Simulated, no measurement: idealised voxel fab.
You're looking at the process module voxel double patterning.
Square cells of 5 nm make up the cross-section cut, whose width is 190 nm.
How to read a cross-section here: the picture is a grid of square cells, written as bands going from the top down, and any band can span one or more rows of cells.
First you get the band's top height and its bottom height, in nm, and then the materials it's made of, left to right, with each width in nm. If you see a single material with "edge to edge", that one covers the band edge to edge. "air" is empty space.
The level at which height equals 0 is the one under which the wafer, as it arrives, is entirely one material. No lower edge exists for the bottom band, which continues downward and is notated as in "0 down".
So if you see something like "30..40" for the width, read it as the top row of the band sitting at the first number and the bottom row at the second, with every row in between moving by the same amount as the last.
Any step labelled "no modification" changed none of the cells in the cross-section.
Basically, "Enclosed void catalog" tells you about the enclosed voids: empty spaces with no open way to the top, 8 cells or bigger, each written width x height at distance, where distance is from the left edge, all in nm.
Whatever follows a step's settings on its line is a remark the simulator itself makes about that step.
Steps that use a mask can have "overlay nm" on their line. It says how far the mask sat to the right of where it was meant to be. Negative means to the left.

## The following list gives the planned process steps
| 1 | RECEIVE | material Si |
| 2 | CONFORMAL_DEP | material SiO2 | thk nm 10 |
| 3 | DIRECTIONAL_DEP | material polySi | thk nm 10 |
| 4 | DIRECTIONAL_DEP | material SiCN | thk nm 10 |
| 5 | PATTERN | tone open | mask id FIRST | material resist | width nm 15 | pitch nm 50 | thk nm 20 | overlay nm 0 |
| 6 | DIRECTIONAL_ETCH | etch materials SiCN | depth nm 10 |
| 7 | STRIP | etch materials resist |
| 8 | MASKED_ETCH | tone open | mask id SECOND | width nm 15 | etch materials SiCN | depth nm 10 | overlay nm 0 |
| 9 | DIRECTIONAL_ETCH | etch materials polySi | depth nm 10 |
| 10 | STRIP | etch materials SiCN |
Keep in mind the plan's value for the width nm of step 8 comes from the first wafer; the wafers don't share that setting, but they do share the same starting point.

## Cross-sectional view of the first of several wafers in the as-received condition, corresponding to the state following step 1
  0 down = Si edge to edge
  Enclosed void catalog: none

## Cross-section of the first of several wafers, taken after step 10, where the module ends
  20 to 10 = 60 of polySi, then 15 of air, then 10 of polySi, then 15 of air, then 10 of polySi, then 15 of air, then 65 of polySi
  10 to 0 = SiO2 edge to edge
  0 down = Si edge to edge
  Enclosed void catalog: none

## Cross-sectional view, end of module, last wafer of several
  20 to 10 = 60 of polySi, then 15 of air, then 5 of polySi, then 45 of air, then 65 of polySi
  10 to 0 = SiO2 edge to edge
  0 down = Si edge to edge
  Enclosed void catalog: none

## Below is a per-wafer table. In it, each row describes the wafer at the end of the module by giving, for each material, the number of cells gained (+) or lost (-) since the wafer was received, and after that the closed voids of the wafer
width nm 15; +76 SiO2; +58 polySi; Enclosed void catalog: none
width nm 20; +76 SiO2; +56 polySi; Enclosed void catalog: none
width nm 25; +76 SiO2; +54 polySi; Enclosed void catalog: none
width nm 30; +76 SiO2; +52 polySi; Enclosed void catalog: none
